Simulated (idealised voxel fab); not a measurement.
Title: Process Module voxel spacer lines
Cross-section cut spans 195 nm and uses square cells 5 nm in size.
When this document writes out a cross-section, it uses a grid of square cells and lists it as bands, beginning at the top and moving down, with a band standing for one or more rows of cells. In this notation a band is specified by the heights of its top and bottom, in that order and in nm, after which its materials appear from left to right, each paired with its width in nm. The word "edge to edge" attached to a single material means that material fills the band from edge to edge; the word "blank" stands for empty space. Height reference: 0 = level under which incoming wafer is all one material. Lowest band: no bottom, runs on downward, e.g. "0 and below". The notation "30->40" denotes a width that varies across the rows of cells in the band, beginning at the first number in the top row, finishing at the second number in the bottom row, and changing by an identical amount from each row to the next. When a step is marked "no change occurred", none of the cells in the cross-section changed during that step. The entry titled "closed voids" provides the empty spaces that have no open way to the top, restricted to those of 8 cells or more. Each is presented as width x height at distance, the distance being measured from the left edge, with all three in nm. Text after the settings on a step's line: the simulator's own remark on that step. "overlay nm" denotes, for a step that has a mask, the displacement of the mask to the right of its planned place, with negative values corresponding to the left.

This section lists the process steps that were planned:
| 1 | RECEIVE, material Si |
| 2 | CONFORMAL_DEP, material Al2O3, thk nm 5 |
| 3 | DIRECTIONAL_DEP, material TiN, thk nm 15 |
| 4 | DIRECTIONAL_DEP, material polySi, thk nm 30 |
| 5 | PATTERN, tone cover, mask id MANDREL, material resist, width nm 20, pitch nm 70, thk nm 35, overlay nm 0 |
| 6 | DIRECTIONAL_ETCH, etch materials polySi, depth nm 30 |
| 7 | STRIP, etch materials resist |
| 8 | CONFORMAL_DEP, material SiO2, thk nm 15 |
| 9 | DIRECTIONAL_ETCH, etch materials SiO2, depth nm 15 |
| 10 | STRIP, etch materials polySi |
| 11 | DIRECTIONAL_ETCH, etch materials TiN, depth nm 15 |
| 12 | STRIP, etch materials SiO2 |

Run as planned: first of two wafers:

Here's what the wafer looked like in cross-section when it arrived - that's after step 1:
- 0 and below: Si edge to edge
- closed voids: none

Wafer after step 2 (cross-section):
- 5 down to 0: Al2O3 edge to edge
- Below 0, the layers are the same as they were.

Wafer after step 3 (cross-section):
- 20 down to 5: TiN edge to edge
- Below 5, the layers are the same as they were.

Wafer after step 4 (cross-section):
- 50 down to 20: polySi edge to edge
- Below 20, the layers are the same as they were.

Wafer after step 5 (cross-section):
- 85 down to 50: 15 of blank / 20 of resist / 50 of blank / 20 of resist / 50 of blank / 20 of resist / 20 of blank
- Below 50, the layers are the same as they were.

Wafer after step 6 (cross-section):
- 85 down to 50: 15 of blank / 20 of resist / 50 of blank / 20 of resist / 50 of blank / 20 of resist / 20 of blank
- 50 down to 20: 15 of blank / 20 of polySi / 50 of blank / 20 of polySi / 50 of blank / 20 of polySi / 20 of blank
- Below 20, the layers are the same as they were.

Wafer after step 7 (cross-section):
- 50 down to 20: 15 of blank / 20 of polySi / 50 of blank / 20 of polySi / 50 of blank / 20 of polySi / 20 of blank
- Below 20, the layers are the same as they were.

Wafer after step 8 (cross-section):
- 65 down to 50: 50 of SiO2 / 20 of blank / 50 of SiO2 / 20 of blank / 50 of SiO2 / 5 of blank
- 50 down to 35: 15 of SiO2 / 20 of polySi / 15 of SiO2 / 20 of blank / 15 of SiO2 / 20 of polySi / 15 of SiO2 / 20 of blank / 15 of SiO2 / 20 of polySi / 15 of SiO2 / 5 of blank
- 35 down to 20: 15 of SiO2 / 20 of polySi / 50 of SiO2 / 20 of polySi / 50 of SiO2 / 20 of polySi / 20 of SiO2
- Below 20, the layers are the same as they were.

Wafer after step 9 (cross-section):
- 50 down to 20: 15 of SiO2 / 20 of polySi / 15 of SiO2 / 20 of blank / 15 of SiO2 / 20 of polySi / 15 of SiO2 / 20 of blank / 15 of SiO2 / 20 of polySi / 15 of SiO2 / 5 of blank
- Below 20, the layers are the same as they were.

Wafer after step 10 (cross-section):
- 50 down to 20: 15 of SiO2 / 20 of blank / 15 of SiO2 / 20 of blank / 15 of SiO2 / 20 of blank / 15 of SiO2 / 20 of blank / 15 of SiO2 / 20 of blank / 15 of SiO2 / 5 of blank
- Below 20, the layers are the same as they were.

Wafer after step 11 (cross-section):
- 50 down to 20: 15 of SiO2 / 20 of blank / 15 of SiO2 / 20 of blank / 15 of SiO2 / 20 of blank / 15 of SiO2 / 20 of blank / 15 of SiO2 / 20 of blank / 15 of SiO2 / 5 of blank
- 20 down to 5: 15 of TiN / 20 of blank / 15 of TiN / 20 of blank / 15 of TiN / 20 of blank / 15 of TiN / 20 of blank / 15 of TiN / 20 of blank / 15 of TiN / 5 of blank
- Below 5, the layers are the same as they were.

Wafer after step 12 (cross-section):
- 20 down to 5: 15 of TiN / 20 of blank / 15 of TiN / 20 of blank / 15 of TiN / 20 of blank / 15 of TiN / 20 of blank / 15 of TiN / 20 of blank / 15 of TiN / 5 of blank
- Below 5, the layers are the same as they were.

Notes, second wafer: start = first wafer's, plan = first wafer's, execution had one mistake; history identical to first through step 1:

when step 2 should have ended: no change occurred

when step 3 should have ended:
- 15 down to 0: TiN edge to edge
- Below 0, the layers are the same as they were.

when step 4 should have ended:
- 45 down to 15: polySi edge to edge
- Below 15, the layers are the same as they were.

when step 5 should have ended:
- 80 down to 45: 15 of blank / 20 of resist / 50 of blank / 20 of resist / 50 of blank / 20 of resist / 20 of blank
- Below 45, the layers are the same as they were.

when step 6 should have ended:
- 80 down to 45: 15 of blank / 20 of resist / 50 of blank / 20 of resist / 50 of blank / 20 of resist / 20 of blank
- 45 down to 15: 15 of blank / 20 of polySi / 50 of blank / 20 of polySi / 50 of blank / 20 of polySi / 20 of blank
- Below 15, the layers are the same as they were.

when step 7 should have ended:
- 45 down to 15: 15 of blank / 20 of polySi / 50 of blank / 20 of polySi / 50 of blank / 20 of polySi / 20 of blank
- Below 15, the layers are the same as they were.

when step 8 should have ended:
- 60 down to 45: 50 of SiO2 / 20 of blank / 50 of SiO2 / 20 of blank / 50 of SiO2 / 5 of blank
- 45 down to 30: 15 of SiO2 / 20 of polySi / 15 of SiO2 / 20 of blank / 15 of SiO2 / 20 of polySi / 15 of SiO2 / 20 of blank / 15 of SiO2 / 20 of polySi / 15 of SiO2 / 5 of blank
- 30 down to 15: 15 of SiO2 / 20 of polySi / 50 of SiO2 / 20 of polySi / 50 of SiO2 / 20 of polySi / 20 of SiO2
- Below 15, the layers are the same as they were.

when step 9 should have ended:
- 45 down to 15: 15 of SiO2 / 20 of polySi / 15 of SiO2 / 20 of blank / 15 of SiO2 / 20 of polySi / 15 of SiO2 / 20 of blank / 15 of SiO2 / 20 of polySi / 15 of SiO2 / 5 of blank
- Below 15, the layers are the same as they were.

when step 10 should have ended:
- 45 down to 15: 15 of SiO2 / 20 of blank / 15 of SiO2 / 20 of blank / 15 of SiO2 / 20 of blank / 15 of SiO2 / 20 of blank / 15 of SiO2 / 20 of blank / 15 of SiO2 / 5 of blank
- Below 15, the layers are the same as they were.

when step 11 should have ended:
- 45 down to 15: 15 of SiO2 / 20 of blank / 15 of SiO2 / 20 of blank / 15 of SiO2 / 20 of blank / 15 of SiO2 / 20 of blank / 15 of SiO2 / 20 of blank / 15 of SiO2 / 5 of blank
- 15 down to 0: 15 of TiN / 20 of blank / 15 of TiN / 20 of blank / 15 of TiN / 20 of blank / 15 of TiN / 20 of blank / 15 of TiN / 20 of blank / 15 of TiN / 5 of blank
- Below 0, the layers are the same as they were.

when step 12 should have ended:
- 15 down to 0: 15 of TiN / 20 of blank / 15 of TiN / 20 of blank / 15 of TiN / 20 of blank / 15 of TiN / 20 of blank / 15 of TiN / 20 of blank / 15 of TiN / 5 of blank
- Below 0, the layers are the same as they were.
Which mistake was made when the wafer was run? plan step 2: skipped, not run
The closing comparison, in cells, has the second wafer with more or fewer of some materials than the first: Al2O3 -39
